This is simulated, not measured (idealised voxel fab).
Process module name: voxel gate over fins
We display cut, a cross-section 265 nm in width whose square cells are each 5 nm.
A cross-section is a grid of square cells, given in bands from the top down. A band is one or more rows of cells.
Top, bottom (nm), then materials left to right with widths (nm); lone material tagged "all across" fills the whole band edge to edge; "air" = empty space.
Heights are expressed relative to 0, this being the level below which the as-received wafer comprises one material exclusively. The lowest band is unbounded in the downward direction and is denoted as in "0..down".
Read "30 to 40" as a graded width: first number on top, second number at the bottom, same change between each pair of neighbouring rows.
Given "stayed the same" for a step, no cell of the cross-section differs between before and after that step.
Any empty space of 8 cells or more lacking an open way to the top shows up in "Enclosed void entries" as width x height at distance, distance from the left edge, in nm.
Read whatever lies past the settings on a step's line as the simulator's own remark about the step.
overlay nm: mask right of planned place by this much (step with mask). Neg. = left.

plan:
1: RECEIVE (material Si)
2: CONFORMAL_DEP (material SiN; thk nm 10)
3: MASKED_ETCH (tone cover; mask id FINS; width nm 15; pitch nm 45; etch materials SiN; depth nm 10; overlay nm 0)
4: MASKED_ETCH (tone cover; mask id FINS; width nm 15; pitch nm 45; etch materials Si; depth nm 30; overlay nm 0)
5: OXIDIZE (depth nm 5)
6: FILL_DEP (material SiO2; thk nm 5)
7: CMP (height nm 10)
8: SELECTIVE_ETCH (etch materials SiO2; depth nm 25)
9: STRIP (etch materials SiN)
10: CONFORMAL_DEP (material HfO2; thk nm 5)
11: CONFORMAL_DEP (material TiN; thk nm 5)
12: CONFORMAL_DEP (material TiAl; thk nm 5)
13: CONFORMAL_DEP (material TiN; thk nm 5)
14: FILL_DEP (material W; thk nm 10)
15: CMP (height nm 25)
16: CONFORMAL_DEP (material SiCN; thk nm 10)

Cross-section of the wafer at receipt, which is the condition after step 1:
    0..down | Si all across
    Enclosed void entries: none

Looking at the first of two wafers in cross-section at end of module - ran to plan:
    35..25 | SiCN all across
    25..20 | W all across
    20..15 | 40 nm W; 180 nm TiN; 45 nm W
    15..10 | 40 nm W; 5 nm TiN; 35 nm TiAl; 10 nm TiN; 35 nm TiAl; 10 nm TiN; 35 nm TiAl; 10 nm TiN; 35 nm TiAl; 5 nm TiN; 45 nm W
    10..5 | 40 nm W; 5 nm TiN; 5 nm TiAl; 25 nm TiN; 5 nm TiAl; 10 nm TiN; 5 nm TiAl; 25 nm TiN; 5 nm TiAl; 10 nm TiN; 5 nm TiAl; 25 nm TiN; 5 nm TiAl; 10 nm TiN; 5 nm TiAl; 25 nm TiN; 5 nm TiAl; 5 nm TiN; 45 nm W
    5..0 | 45 nm TiN; 5 nm TiAl; 5 nm TiN; 15 nm HfO2; 5 nm TiN; 5 nm TiAl; 10 nm TiN; 5 nm TiAl; 5 nm TiN; 15 nm HfO2; 5 nm TiN; 5 nm TiAl; 10 nm TiN; 5 nm TiAl; 5 nm TiN; 15 nm HfO2; 5 nm TiN; 5 nm TiAl; 10 nm TiN; 5 nm TiAl; 5 nm TiN; 15 nm HfO2; 5 nm TiN; 5 nm TiAl; 50 nm TiN
    0..-5 | 50 nm TiAl; 5 nm TiN; 5 nm HfO2; 5 nm Si; 5 nm HfO2; 5 nm TiN; 20 nm TiAl; 5 nm TiN; 5 nm HfO2; 5 nm Si; 5 nm HfO2; 5 nm TiN; 20 nm TiAl; 5 nm TiN; 5 nm HfO2; 5 nm Si; 5 nm HfO2; 5 nm TiN; 20 nm TiAl; 5 nm TiN; 5 nm HfO2; 5 nm Si; 5 nm HfO2; 5 nm TiN; 55 nm TiAl
    -5..-10 | 55 nm TiN; 5 nm HfO2; 5 nm Si; 5 nm HfO2; 30 nm TiN; 5 nm HfO2; 5 nm Si; 5 nm HfO2; 30 nm TiN; 5 nm HfO2; 5 nm Si; 5 nm HfO2; 30 nm TiN; 5 nm HfO2; 5 nm Si; 5 nm HfO2; 60 nm TiN
    -10..-15 | 60 nm HfO2; 5 nm Si; 40 nm HfO2; 5 nm Si; 40 nm HfO2; 5 nm Si; 40 nm HfO2; 5 nm Si; 65 nm HfO2
    -15..-35 | 60 nm SiO2; 5 nm Si; 40 nm SiO2; 5 nm Si; 40 nm SiO2; 5 nm Si; 40 nm SiO2; 5 nm Si; 65 nm SiO2
    -35..down | Si all across
    Enclosed void entries: none

Module end: cross-section of wafer two of two. Same start and process plan as the first wafer. One mistake during execution:
    35..25 | SiCN all across
    25..20 | W all across
    20..15 | 40 nm W; 180 nm TiN; 45 nm W
    15..10 | 40 nm W; 5 nm TiN; 35 nm TiAl; 10 nm TiN; 35 nm TiAl; 10 nm TiN; 35 nm TiAl; 10 nm TiN; 35 nm TiAl; 5 nm TiN; 45 nm W
    10..5 | 40 nm W; 5 nm TiN; 5 nm TiAl; 25 nm TiN; 5 nm TiAl; 10 nm TiN; 5 nm TiAl; 25 nm TiN; 5 nm TiAl; 10 nm TiN; 5 nm TiAl; 25 nm TiN; 5 nm TiAl; 10 nm TiN; 5 nm TiAl; 25 nm TiN; 5 nm TiAl; 5 nm TiN; 45 nm W
    5..0 | 45 nm TiN; 5 nm TiAl; 5 nm TiN; 15 nm HfO2; 5 nm TiN; 5 nm TiAl; 10 nm TiN; 5 nm TiAl; 5 nm TiN; 15 nm HfO2; 5 nm TiN; 5 nm TiAl; 10 nm TiN; 5 nm TiAl; 5 nm TiN; 15 nm HfO2; 5 nm TiN; 5 nm TiAl; 10 nm TiN; 5 nm TiAl; 5 nm TiN; 15 nm HfO2; 5 nm TiN; 5 nm TiAl; 50 nm TiN
    0..-5 | 50 nm TiAl; 5 nm TiN; 5 nm HfO2; 5 nm Si; 5 nm HfO2; 5 nm TiN; 20 nm TiAl; 5 nm TiN; 5 nm HfO2; 5 nm Si; 5 nm HfO2; 5 nm TiN; 20 nm TiAl; 5 nm TiN; 5 nm HfO2; 5 nm Si; 5 nm HfO2; 5 nm TiN; 20 nm TiAl; 5 nm TiN; 5 nm HfO2; 5 nm Si; 5 nm HfO2; 5 nm TiN; 55 nm TiAl
    -5..-10 | 55 nm TiN; 5 nm HfO2; 5 nm Si; 5 nm HfO2; 30 nm TiN; 5 nm HfO2; 5 nm Si; 5 nm HfO2; 30 nm TiN; 5 nm HfO2; 5 nm Si; 5 nm HfO2; 30 nm TiN; 5 nm HfO2; 5 nm Si; 5 nm HfO2; 60 nm TiN
    -10..-15 | 60 nm HfO2; 5 nm Si; 40 nm HfO2; 5 nm Si; 40 nm HfO2; 5 nm Si; 40 nm HfO2; 5 nm Si; 65 nm HfO2
    -15..-65 | 60 nm SiO2; 5 nm Si; 40 nm SiO2; 5 nm Si; 40 nm SiO2; 5 nm Si; 40 nm SiO2; 5 nm Si; 65 nm SiO2
    -65..down | Si all across
    Enclosed void entries: none
In executing the process, a mistake was made relative to the plan: yeah, plan step 4 got run twice
Upon completion, the second wafer contains, in terms of cells, a greater or smaller amount of certain materials than the first wafer: Si: 294 fewer, SiO2: 294 more
